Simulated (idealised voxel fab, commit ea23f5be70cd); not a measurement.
voxel gate over fins: a process module
It is cross-section cut that appears here, measuring 265 nm in width, its square cells being 5 nm in size.
Think of the cross-section as a grid of square cells. We describe it in bands, top to bottom, and each band covers one or more rows of those cells. Top, bottom (nm), then materials left to right with widths (nm); lone material tagged "everywhere" fills the whole band edge to edge; "air" = empty space. Where do heights start? At 0: under that level the wafer as delivered is made of one material only. And the lowest band has no floor; it just carries on downward, as in "from 0 down". The notation "30->40" denotes a width that varies across the rows of cells in the band, beginning at the first number in the top row, finishing at the second number in the bottom row, and changing by an identical amount from each row to the next. Take "no change" at face value: in the step it is given for, the cross-section changed in none of its cells. Enclosed voids (no open way to top), threshold 8 cells or more, entry "Closed void listing", notation width x height at distance, distance from left edge, nm. It should be noted that, on the line of a given step, the content following the step's settings is a remark produced by the simulator itself with respect to that step. You can add "overlay nm" to a step's line. For a step with a mask, it describes how far the mask lay to the right of its planned position, and a negative number describes a lay to the left.
[These are the steps we planned for the process]
1 RECEIVE,material Si
2 CONFORMAL_DEP,material SiN,thk nm 10
3 DIRECTIONAL_DEP,material aC,thk nm 10
4 PATTERN,tone cover,mask id FINS,material resist,width nm 15,pitch nm 50,thk nm 30,overlay nm 0
5 DIRECTIONAL_ETCH,etch materials aC,depth nm 10
6 STRIP,etch materials resist
7 DIRECTIONAL_ETCH,etch materials SiN,depth nm 10
8 DIRECTIONAL_ETCH,etch materials Si,depth nm 30
9 STRIP,etch materials aC
10 FILL_DEP,material SiO2,thk nm 10
11 CMP,height nm 10
12 PATTERN,tone open,mask id RAIL,material resist,width nm 15,thk nm 20,overlay nm -15
13 DIRECTIONAL_ETCH,etch materials SiO2,depth nm 35
14 STRIP,etch materials resist
15 CONFORMAL_DEP,material TiN,thk nm 5
16 FILL_DEP,material W,thk nm 10
17 CMP,height nm 10
18 SELECTIVE_ETCH,etch materials W Ru TiN,depth nm 25
19 FILL_DEP,material SiO2,thk nm 5
20 CMP,height nm 10
21 SELECTIVE_ETCH,etch materials SiO2,depth nm 20
22 STRIP,etch materials SiN
23 CONFORMAL_DEP,material HfO2,thk nm 5
24 CONFORMAL_DEP,material TiN,thk nm 5
25 FILL_DEP,material W,thk nm 15
26 CMP,height nm 20
27 CONFORMAL_DEP,material SiCN,thk nm 5
All wafers enter the flow in the same state. The overlay nm at step 12 differs from wafer to wafer, and the plan gives the value for the first wafer.
[The as-received cross-section of the first of several wafers corresponds to the state after step 1]
- from 0 down = Si everywhere
- Closed void listing: none
[End of module: cross-section of the first of several wafers after step 27, the last step]
- from 25 to 20 = SiCN everywhere
- from 20 to 10 = W everywhere
- from 10 to 5 = 90 nm W / 35 nm TiN / 15 nm W / 35 nm TiN / 90 nm W
- from 5 to 0 = 90 nm W / 5 nm TiN / 25 nm HfO2 / 5 nm TiN / 15 nm W / 5 nm TiN / 25 nm HfO2 / 5 nm TiN / 90 nm W
- from 0 to -5 = 95 nm TiN / 5 nm HfO2 / 15 nm Si / 5 nm HfO2 / 25 nm TiN / 5 nm HfO2 / 15 nm Si / 5 nm HfO2 / 95 nm TiN
- from -5 to -10 = 100 nm HfO2 / 15 nm Si / 35 nm HfO2 / 15 nm Si / 100 nm HfO2
- from -10 to -15 = 100 nm SiO2 / 15 nm Si / 35 nm SiO2 / 15 nm Si / 100 nm SiO2
- from -15 to -25 = 100 nm SiO2 / 15 nm Si / 10 nm TiN / 25 nm SiO2 / 15 nm Si / 100 nm SiO2
- from -25 to -30 = 100 nm SiO2 / 15 nm Si / 35 nm SiO2 / 15 nm Si / 100 nm SiO2
- from -30 down = Si everywhere
- Closed void listing: none
[Last-wafer cross-section at the end of the module]
- from 25 to 20 = SiCN everywhere
- from 20 to 10 = W everywhere
- from 10 to 5 = 90 nm W / 35 nm TiN / 15 nm W / 35 nm TiN / 90 nm W
- from 5 to 0 = 90 nm W / 5 nm TiN / 25 nm HfO2 / 5 nm TiN / 15 nm W / 5 nm TiN / 25 nm HfO2 / 5 nm TiN / 90 nm W
- from 0 to -5 = 95 nm TiN / 5 nm HfO2 / 15 nm Si / 5 nm HfO2 / 25 nm TiN / 5 nm HfO2 / 15 nm Si / 5 nm HfO2 / 95 nm TiN
- from -5 to -10 = 100 nm HfO2 / 15 nm Si / 35 nm HfO2 / 15 nm Si / 100 nm HfO2
- from -10 to -15 = 100 nm SiO2 / 15 nm Si / 35 nm SiO2 / 15 nm Si / 100 nm SiO2
- from -15 to -25 = 100 nm SiO2 / 15 nm Si / 25 nm SiO2 / 10 nm TiN / 15 nm Si / 100 nm SiO2
- from -25 to -30 = 100 nm SiO2 / 15 nm Si / 35 nm SiO2 / 15 nm Si / 100 nm SiO2
- from -30 down = Si everywhere
- Closed void listing: none
[Below: a row per wafer. Contents at end of module: for every material, cells gained since receipt (+) or lost since receipt (-); then closed voids]
overlay nm -15, +61 HfO2, -282 Si, +53 SiCN, +184 SiO2, +65 TiN, +184 W, Closed void listing: none
overlay nm -10, +61 HfO2, -282 Si, +53 SiCN, +182 SiO2, +66 TiN, +185 W, Closed void listing: none
overlay nm -5, +61 HfO2, -282 Si, +53 SiCN, +182 SiO2, +66 TiN, +185 W, Closed void listing: none
overlay nm 0, +61 HfO2, -282 Si, +53 SiCN, +182 SiO2, +66 TiN, +185 W, Closed void listing: none
overlay nm 5, +61 HfO2, -282 Si, +53 SiCN, +182 SiO2, +66 TiN, +185 W, Closed void listing: none
overlay nm 10, +61 HfO2, -282 Si, +53 SiCN, +182 SiO2, +66 TiN, +185 W, Closed void listing: none
overlay nm 15, +61 HfO2, -282 Si, +53 SiCN, +184 SiO2, +65 TiN, +184 W, Closed void listing: none
